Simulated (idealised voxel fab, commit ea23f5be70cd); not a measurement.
Documented hereafter: the process module known as voxel plated lines.
The cross-section on display is named cut; it measures 225 nm wide, and its cells are 5 nm squares.
In what follows, cross-sections appear as grids of square cells, described through bands that run from the top down, where every band is one or more rows of cells.
Per band: top height and bottom height in nm, followed by the left-to-right materials and their widths in nm; "edge to edge" marks a single material spanning edge to edge, "empty" marks empty space.
Basically, 0 is our baseline, since under it the wafer straight out of the box is all one material. The bottom band has no lower end and keeps on going down, so it looks like "from 0 down".
Quick explanation for "30..40": the width changes in equal steps down the rows of cells, from the first number in the band's top row to the second number in its bottom row.
"stayed the same", as given for a step, is the statement that not any cell of the cross-section underwent a change during that step.
Look at "Entrapped void list" for the closed voids: empty spaces with no open path to the top, sized 8 cells or up. Each is width x height at distance, distance from the left edge, all nm.
On a step's line, text after the settings is the simulator commenting on that step.
overlay nm: for a step with a mask, the amount by which the mask lay right of where it was planned; a negative amount means left of it.
[So here's the lineup of process steps we planned]
1) RECEIVE, material Si
2) CONFORMAL_DEP, material Al2O3, thk nm 10
3) DIRECTIONAL_DEP, material TiN, thk nm 5
4) PATTERN, tone open, mask id LINES, material resist, width nm 25, pitch nm 55, thk nm 15, overlay nm 0
5) EPI, material Ru, thk nm 10
6) STRIP, etch materials resist
7) DIRECTIONAL_ETCH, etch materials TiN, depth nm 5
8) CONFORMAL_DEP, material SiO2, thk nm 10
[So this is the incoming wafer in cross-section - it's already been through step 1]
	from 0 down  Si edge to edge
	Entrapped void list: none
[First of two wafers at the end of the module, shown in cross-section; run carried out as planned]
	from 35 to 25  60 nm empty  45 nm SiO2  10 nm empty  45 nm SiO2  65 nm empty
	from 25 to 20  60 nm empty  10 nm SiO2  25 nm Ru  10 nm SiO2  10 nm empty  10 nm SiO2  25 nm Ru  10 nm SiO2  65 nm empty
	from 20 to 15  70 nm SiO2  25 nm Ru  30 nm SiO2  25 nm Ru  75 nm SiO2
	from 15 to 10  70 nm SiO2  25 nm TiN  30 nm SiO2  25 nm TiN  75 nm SiO2
	from 10 to 0  Al2O3 edge to edge
	from 0 down  Si edge to edge
	Entrapped void list: none
[Here is the second of the two wafers cut open at the end of the module - same start, same plan as the first one, but we made one mistake running it]
	from 25 to 15  70 nm empty  25 nm Ru  30 nm empty  25 nm Ru  75 nm empty
	from 15 to 10  70 nm empty  25 nm TiN  30 nm empty  25 nm TiN  75 nm empty
	from 10 to 0  Al2O3 edge to edge
	from 0 down  Si edge to edge
	Entrapped void list: none
The plan and the run diverged here: plan step 8 was not performed, having been skipped
Wrapping up, a cell-based count of both wafers puts the second over or under the first for these materials: -114 SiO2
